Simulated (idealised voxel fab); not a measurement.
You're looking at the process module voxel gate over fins.
Pictured: cross-section cut, 145 nm wide, on a grid of 5 nm square cells.
The cross-sections in this document take the form of a grid made of square cells. They are written out as bands, in order from top to bottom. Each band consists of one or more rows of cells. Band: top height; bottom height; in nm. Then, left to right: material with width in nm, for each material. "full width": a single material spanning edge to edge. "blank": empty space. Beneath 0, the wafer as received is one material, and that level is where height counting begins. The lowest band goes on downward without a bottom; it is written like "from 0 down". With a width like "30 to 40", each row of cells in the band differs from the next by the same amount, the top row carrying the first number and the bottom row the second. It should be understood that the words "remained unchanged", when stated for a given step, signify that the cross-section underwent no change in any of its cells during that step. Voids not open to the top, 8 cells minimum: see "Trapped voids". Written width x height at distance; distance is from the left edge; nm. The remark found on a step's line after its settings is issued by the simulator itself and pertains to that step. overlay nm: step with mask; distance mask lay right of planned place; negative value = left of planned place.

## Set out below are the planned steps of the process
| 1 | RECEIVE (material Si) |
| 2 | CONFORMAL_DEP (material SiN; thk nm 10) |
| 3 | PATTERN (tone cover; mask id FINS; material resist; width nm 15; pitch nm 35; thk nm 15; overlay nm 0) |
| 4 | DIRECTIONAL_ETCH (etch materials SiN; depth nm 10) |
| 5 | DIRECTIONAL_ETCH (etch materials Si; depth nm 40) |
| 6 | STRIP (etch materials resist) |
| 7 | FILL_DEP (material SiO2; thk nm 5) |
| 8 | CMP (height nm 10) |
| 9 | SELECTIVE_ETCH (etch materials SiO2; depth nm 25) |
| 10 | STRIP (etch materials SiN) |
| 11 | CONFORMAL_DEP (material HfO2; thk nm 5) |
| 12 | CONFORMAL_DEP (material TiN; thk nm 5) |
| 13 | CONFORMAL_DEP (material TiAl; thk nm 5) |
| 14 | CONFORMAL_DEP (material TiN; thk nm 5) |
| 15 | FILL_DEP (material W; thk nm 10) |
| 16 | CMP (height nm 25) |
| 17 | CONFORMAL_DEP (material SiCN; thk nm 5) |

## as received, after step 1
> from 0 down | Si full width
> Trapped voids: none

## Module complete, cross-section. Starting point and plan per above. One mistake made in running the module
> from 20 to 15 | SiCN full width
> from 15 to 10 | 25 W  5 TiN  80 TiAl  5 TiN  30 W
> from 10 to 5 | 25 W  5 TiN  5 TiAl  70 TiN  5 TiAl  5 TiN  30 W
> from 5 to 0 | 30 TiN  5 TiAl  5 TiN  25 HfO2  10 TiN  25 HfO2  5 TiN  5 TiAl  35 TiN
> from 0 to -5 | 35 TiAl  5 TiN  5 HfO2  15 Si  5 HfO2  10 TiN  5 HfO2  15 Si  5 HfO2  5 TiN  40 TiAl
> from -5 to -10 | 40 TiN  5 HfO2  15 Si  5 HfO2  10 TiN  5 HfO2  15 Si  5 HfO2  45 TiN
> from -10 to -15 | 45 HfO2  15 Si  20 HfO2  15 Si  50 HfO2
> from -15 to -40 | 45 SiO2  15 Si  20 SiO2  15 Si  50 SiO2
> from -40 down | Si full width
> Trapped voids: none
what went wrong: step 16 ran differently from the plan; actual operation with settings: CMP (height nm 15)
